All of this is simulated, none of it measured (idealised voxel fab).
Presented below is a process module, voxel tone inversion.
Cross-section cut: width 280 nm, square cells of 5 nm.
Think of the cross-section as a grid of square cells. We describe it in bands, top to bottom, and each band covers one or more rows of those cells.
Per band: top height and bottom height in nm, followed by the left-to-right materials and their widths in nm; "everywhere" marks a single material spanning edge to edge, "empty" marks empty space.
Heads up on the height convention: 0 is the point under which the incoming wafer is all one material, and the lowest band has no bottom, it just keeps going down, like "top 0, no bottom".
When a width is written as two numbers, as in "30->40", the first number is the width in the top row of cells of the band and the second is the width in its bottom row, and the width changes by the same amount from each row to the next.
You'll sometimes find "stayed the same" written for a step, and that's the way of saying that nowhere in the cross-section did a cell change during that step.
Closed empty spaces (no open way to the top) of 8 cells or more are what "Tabulated closed voids" lists, each as width x height at distance from the left edge, nm for all three.
What comes after the settings on a step's line is commentary from the simulator itself on that step.
If you see "overlay nm" on a step's line and that step has a mask, it's telling you how far right of where it was planned the mask ended up; a negative number means it went left instead.

So here's the lineup of process steps we planned:
1 RECEIVE | material Si
2 CONFORMAL_DEP | material SiCN | thk nm 10
3 DIRECTIONAL_DEP | material aC | thk nm 20
4 PATTERN | tone cover | mask id POSTS | material resist | width nm 15 | pitch nm 30 | thk nm 30 | overlay nm 0
5 DIRECTIONAL_ETCH | etch materials aC | depth nm 20
6 STRIP | etch materials resist
7 FILL_DEP | material SiO2 | thk nm 5
8 CMP | height nm 30
9 STRIP | etch materials aC
The plan shows the depth nm of step 5 as the first wafer had it; this setting differs between the wafers, which start out alike.

Cross-section: the first of several wafers in its as-received state, i.e. following step 1:
    top 0, no bottom | Si everywhere
    Tabulated closed voids: none

Quick key for the table: a row per wafer, taken at the end of the module. For each material it tells you how many cells the wafer gained (+) or lost (-) since it came in, and the closed voids come after:
depth nm 20 | +112 SiCN | +188 SiO2 | Tabulated closed voids: none
depth nm 25 | +112 SiCN | +188 SiO2 | Tabulated closed voids: none
depth nm 30 | +112 SiCN | +188 SiO2 | Tabulated closed voids: none
depth nm 35 | +112 SiCN | +197 SiO2 | +27 aC | Tabulated closed voids: none
